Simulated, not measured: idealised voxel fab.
process module | voxel self aligned contacts
cross-section cut | 195 nm wide | cells 5 nm
A cross-section is a grid of square cells, given in bands from the top down. A band is one or more rows of cells.
Each band's line starts with the height of the band's top and of its bottom, in nm. Then come its materials from left to right, each with its width in nm. One material with "throughout" fills the band from edge to edge. "air" is empty space.
Height 0 is the level under which the wafer as received is all one material. The lowest band goes on downwards, as in "0 down".
A width such as "30 to 40" changes by the same amount from each row of cells to the next, from the band's top row to its bottom row.
"no change" after a step means that no cell of the cross-section changed.
closed voids: empty space of 8 cells or more with no open way to the top, each as width x height at its distance from the left edge, in nm
after a step's settings: what the simulator itself notes on the step
overlay nm, on a step with a mask: how far to the right of its planned place the mask lay; to the left if negative
plan
1 op RECEIVE | material Si
2 op CONFORMAL_DEP | material SiO2 | thk nm 5
3 op DIRECTIONAL_DEP | material polySi | thk nm 30
4 op DIRECTIONAL_DEP | material SiN | thk nm 15
5 op PATTERN | tone cover | mask id GATE | material resist | width nm 30 | pitch nm 65 | thk nm 15 | overlay nm 0
6 op DIRECTIONAL_ETCH | etch materials SiN | depth nm 15
7 op DIRECTIONAL_ETCH | etch materials polySi | depth nm 30
8 op STRIP | etch materials resist
9 op CONFORMAL_DEP | material SiN | thk nm 5
10 op DIRECTIONAL_ETCH | etch materials SiN | depth nm 5
11 op FILL_DEP | material SiO2 | thk nm 15
12 op CMP | height nm 60
13 op MASKED_ETCH | tone open | mask id CONTACT | width nm 45 | pitch nm 65 | etch materials SiO2 | depth nm 60 | overlay nm -15
14 op CONFORMAL_DEP | material TiN | thk nm 5
15 op FILL_DEP | material Ru | thk nm 5
16 op CMP | height nm 60
17 op CONFORMAL_DEP | material SiCN | thk nm 5
varied across the wafers: overlay nm of step 13. The plan shows the first wafer's value. All wafers start alike
first wafer as received, after step 1
  0 down: Si throughout
  closed voids: none
each wafer at the end: cells of each material gained (+) or lost (-) since it was received, then its closed voids
overlay nm -15 | +54 Ru | +39 SiCN | +108 SiN | +136 SiO2 | +62 TiN | +108 polySi | closed voids: none
overlay nm -10 | +74 Ru | +39 SiCN | +108 SiN | +116 SiO2 | +62 TiN | +108 polySi | closed voids: none
overlay nm -5 | +74 Ru | +39 SiCN | +108 SiN | +116 SiO2 | +62 TiN | +108 polySi | closed voids: none
overlay nm 0 | +74 Ru | +39 SiCN | +108 SiN | +116 SiO2 | +62 TiN | +108 polySi | closed voids: none
overlay nm 5 | +74 Ru | +39 SiCN | +108 SiN | +116 SiO2 | +62 TiN | +108 polySi | closed voids: none
overlay nm 10 | +74 Ru | +39 SiCN | +108 SiN | +116 SiO2 | +62 TiN | +108 polySi | closed voids: none
overlay nm 15 | +54 Ru | +39 SiCN | +108 SiN | +136 SiO2 | +62 TiN | +108 polySi | closed voids: none
